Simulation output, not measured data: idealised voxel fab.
You're looking at the process module voxel wiring stack.
Pictured: cross-section cut, 175 nm wide, on a grid of 5 nm square cells.
Bands, listed from the top down, are how a cross-section gets written in this document; the cross-section itself is a grid of square cells, and a band is one or more rows of them.
Quick guide to a band line: top height, bottom height (nm) up front; then every material left to right with its width in nm. Only one material and it's marked "everywhere"? Then it fills the band edge to edge. And "empty" just means empty space.
We count height from 0. Below that, the starting wafer is all one material. The lowest band never ends at the bottom but goes on down; see "from 0 down" for how that is written.
Quick explanation for "30->40": the width changes in equal steps down the rows of cells, from the first number in the band's top row to the second number in its bottom row.
"nothing different" (step): cross-section cells unchanged, all of them.
The entry "Enclosed cavities" lists the empty spaces that cover at least 8 cells and have no open path to the top. Each is written as width x height at distance, where the distance is measured from the left edge and all three values are in nm.
Note: text after step settings on the step line = simulator remark on that step.
"overlay nm" denotes, for a step that has a mask, the displacement of the mask to the right of its planned place, with negative values corresponding to the left.

Steps in the process plan
1. RECEIVE, material Si
2. CONFORMAL_DEP, material SiO2, thk nm 15
3. DIRECTIONAL_DEP, material TiN, thk nm 5
4. DIRECTIONAL_DEP, material Ru, thk nm 15
5. MASKED_ETCH, tone cover, mask id METAL_1, width nm 20, pitch nm 40, etch materials Ru, depth nm 15, overlay nm 0
6. MASKED_ETCH, tone cover, mask id METAL_1, width nm 20, pitch nm 40, etch materials TiN, depth nm 5, overlay nm 0
7. CONFORMAL_DEP, material SiN, thk nm 5
8. FILL_DEP, material SiO2, thk nm 10
9. CMP, height nm 35
10. CONFORMAL_DEP, material SiCN, thk nm 5
11. DIRECTIONAL_DEP, material SiO2, thk nm 20
12. DIRECTIONAL_DEP, material aC, thk nm 10
13. PATTERN, tone open, mask id PLUG_1, material resist, width nm 15, pitch nm 80, thk nm 30, overlay nm 0
14. DIRECTIONAL_ETCH, etch materials aC, depth nm 10
15. STRIP, etch materials resist
16. DIRECTIONAL_ETCH, etch materials SiO2, depth nm 20
17. DIRECTIONAL_ETCH, etch materials SiCN, depth nm 5
18. STRIP, etch materials aC
19. CONFORMAL_DEP, material TiN, thk nm 5
20. FILL_DEP, material Ru, thk nm 5
21. CMP, height nm 60
22. CONFORMAL_DEP, material SiCN, thk nm 5
23. DIRECTIONAL_DEP, material SiO2, thk nm 15
24. MASKED_ETCH, tone open, mask id METAL_2, width nm 20, pitch nm 40, etch materials SiO2, depth nm 15, overlay nm 0
25. MASKED_ETCH, tone open, mask id METAL_2, width nm 20, pitch nm 40, etch materials SiCN, depth nm 5, overlay nm 0
26. CONFORMAL_DEP, material TiN, thk nm 5
27. FILL_DEP, material Ru, thk nm 5
28. CMP, height nm 80
29. CONFORMAL_DEP, material SiCN, thk nm 5

Wafer at receipt (post step 1), cross-section
* from 0 down  Si everywhere
* Enclosed cavities: none

First wafer at the end, as planned
* from 85 to 80  SiCN everywhere
* from 80 to 65  35 SiO2; 5 TiN; 10 Ru; 5 TiN; 20 SiO2; 5 TiN; 10 Ru; 5 TiN; 20 SiO2; 5 TiN; 10 Ru; 5 TiN; 40 SiO2
* from 65 to 60  35 SiCN; 20 TiN; 20 SiCN; 20 TiN; 20 SiCN; 20 TiN; 40 SiCN
* from 60 to 40  35 SiO2; 5 TiN; 5 Ru; 5 TiN; 65 SiO2; 5 TiN; 5 Ru; 5 TiN; 45 SiO2
* from 40 to 35  35 SiCN; 15 TiN; 65 SiCN; 15 TiN; 45 SiCN
* from 35 to 20  30 SiO2; 5 SiN; 20 Ru; 5 SiN; 10 SiO2; 5 SiN; 20 Ru; 5 SiN; 10 SiO2; 5 SiN; 20 Ru; 5 SiN; 35 SiO2
* from 20 to 15  35 SiN; 20 TiN; 20 SiN; 20 TiN; 20 SiN; 20 TiN; 40 SiN
* from 15 to 0  SiO2 everywhere
* from 0 down  Si everywhere
* Enclosed cavities: none

Second wafer cross-section at end of module - shared start and plan with the first, one mistake in the run
* from 85 to 80  SiCN everywhere
* from 80 to 65  35 SiO2; 5 TiN; 10 Ru; 5 TiN; 20 SiO2; 5 TiN; 10 Ru; 5 TiN; 20 SiO2; 5 TiN; 10 Ru; 5 TiN; 40 SiO2
* from 65 to 60  35 SiCN; 20 TiN; 20 SiCN; 20 TiN; 20 SiCN; 20 TiN; 40 SiCN
* from 60 to 40  35 SiO2; 5 TiN; 5 Ru; 5 TiN; 65 SiO2; 5 TiN; 5 Ru; 5 TiN; 45 SiO2
* from 40 to 35  35 SiCN; 15 TiN; 65 SiCN; 15 TiN; 45 SiCN
* from 35 to 30  30 SiO2; 5 SiN; 20 Ru; 5 SiN; 10 SiO2; 5 SiN; 20 Ru; 5 SiN; 10 SiO2; 5 SiN; 20 Ru; 5 SiN; 35 SiO2
* from 30 to 25  35 SiN; 20 TiN; 20 SiN; 20 TiN; 20 SiN; 20 TiN; 40 SiN
* from 25 to 0  SiO2 everywhere
* from 0 down  Si everywhere
* Enclosed cavities: none
Plan not followed: step 2, actual vs plan mismatch, actual run CONFORMAL_DEP, material SiO2, thk nm 25
Bottom line after processing is that, in cells, the second wafer is up or down on some materials versus the first: 24 fewer of Ru | 12 fewer of SiN | 36 more of SiO2
